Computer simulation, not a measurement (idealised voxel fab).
process module | voxel transistor to metal
cross-section cut | 290 nm wide | cells 5 nm
A cross-section is a grid of square cells, given in bands from the top down. A band is one or more rows of cells.
Each band's line starts with the height of the band's top and of its bottom, in nm. Then come its materials from left to right, each with its width in nm. One material with "throughout" fills the band from edge to edge. "air" is empty space.
Height 0 is the level under which the wafer as received is all one material. The lowest band goes on downwards, as in "0 down".
A width such as "30 to 40" changes by the same amount from each row of cells to the next, from the band's top row to its bottom row.
"no change" after a step means that no cell of the cross-section changed.
closed voids: empty space of 8 cells or more with no open way to the top, each as width x height at its distance from the left edge, in nm
after a step's settings: what the simulator itself notes on the step
overlay nm, on a step with a mask: how far to the right of its planned place the mask lay; to the left if negative
plan
1 op RECEIVE | material Si
2 op CONFORMAL_DEP | material SiO2 | thk nm 5
3 op CONFORMAL_DEP | material SiN | thk nm 10
4 op MASKED_ETCH | tone cover | mask id ACTIVE | width nm 115 | pitch nm 135 | etch materials SiN | depth nm 10 | overlay nm 0
5 op MASKED_ETCH | tone cover | mask id ACTIVE | width nm 115 | pitch nm 135 | etch materials SiO2 | depth nm 5 | overlay nm 0
6 op MASKED_ETCH | tone cover | mask id ACTIVE | width nm 115 | pitch nm 135 | etch materials Si | depth nm 30 | overlay nm 0
7 op FILL_DEP | material SiO2 | thk nm 5
8 op CMP | height nm 15
9 op SELECTIVE_ETCH | etch materials SiO2 | depth nm 5
10 op STRIP | etch materials SiN
11 op SELECTIVE_ETCH | etch materials SiO2 | depth nm 5
12 op OXIDIZE | depth nm 5
13 op DIRECTIONAL_DEP | material polySi | thk nm 30
14 op DIRECTIONAL_DEP | material SiCN | thk nm 10
15 op PATTERN | tone cover | mask id GATE | material resist | width nm 35 | pitch nm 135 | thk nm 20 | overlay nm 0
16 op DIRECTIONAL_ETCH | etch materials SiCN | depth nm 20
17 op DIRECTIONAL_ETCH | etch materials polySi | depth nm 40
18 op STRIP | etch materials resist
19 op CONFORMAL_DEP | material SiO2 | thk nm 5
20 op DIRECTIONAL_ETCH | etch materials SiO2 | depth nm 5
21 op CONFORMAL_DEP | material SiN | thk nm 10
22 op DIRECTIONAL_ETCH | etch materials SiN | depth nm 10
23 op DIRECTIONAL_ETCH | etch materials SiO2 | depth nm 5
24 op EPI | material SiGe | thk nm 5
25 op FILL_DEP | material SiO2 | thk nm 10
26 op CMP | height nm 30
27 op STRIP | etch materials polySi
28 op SELECTIVE_ETCH | etch materials SiO2 | depth nm 5
29 op CONFORMAL_DEP | material HfO2 | thk nm 5
30 op CONFORMAL_DEP | material TiN | thk nm 5
31 op FILL_DEP | material W | thk nm 10
32 op CMP | height nm 25
33 op DIRECTIONAL_DEP | material SiO2 | thk nm 15
34 op PATTERN | tone open | mask id CONTACT | material resist | width nm 15 | thk nm 15 | overlay nm 0
35 op DIRECTIONAL_ETCH | etch materials SiO2 | depth nm 40
36 op STRIP | etch materials resist
37 op CONFORMAL_DEP | material TiN | thk nm 5
38 op FILL_DEP | material Ru | thk nm 5
39 op CMP | height nm 40
40 op DIRECTIONAL_DEP | material TiN | thk nm 5
41 op DIRECTIONAL_DEP | material Ru | thk nm 15
42 op MASKED_ETCH | tone cover | mask id METAL_1 | width nm 15 | etch materials Ru | depth nm 15 | overlay nm -10
43 op MASKED_ETCH | tone cover | mask id METAL_1 | width nm 15 | etch materials TiN | depth nm 5 | overlay nm 0
44 op FILL_DEP | material lowk | thk nm 10
45 op CMP | height nm 60
46 op CONFORMAL_DEP | material SiN | thk nm 5
varied across the wafers: overlay nm of step 42. The plan shows the first wafer's value. All wafers start alike
first wafer as received, after step 1
  0 down: Si throughout
  closed voids: none
each wafer at the end: cells of each material gained (+) or lost (-) since it was received, then its closed voids
overlay nm -10 | +38 HfO2 | +60 Ru | -118 Si | +12 SiGe | +106 SiN | +322 SiO2 | +118 TiN | +40 W | +176 lowk | closed voids: none
overlay nm -5 | +38 HfO2 | +60 Ru | -118 Si | +12 SiGe | +106 SiN | +322 SiO2 | +114 TiN | +40 W | +180 lowk | closed voids: none
overlay nm 0 | +38 HfO2 | +60 Ru | -118 Si | +12 SiGe | +106 SiN | +322 SiO2 | +110 TiN | +40 W | +184 lowk | closed voids: none
overlay nm 5 | +38 HfO2 | +60 Ru | -118 Si | +12 SiGe | +106 SiN | +322 SiO2 | +114 TiN | +40 W | +180 lowk | closed voids: none
overlay nm 10 | +38 HfO2 | +60 Ru | -118 Si | +12 SiGe | +106 SiN | +322 SiO2 | +118 TiN | +40 W | +176 lowk | closed voids: none
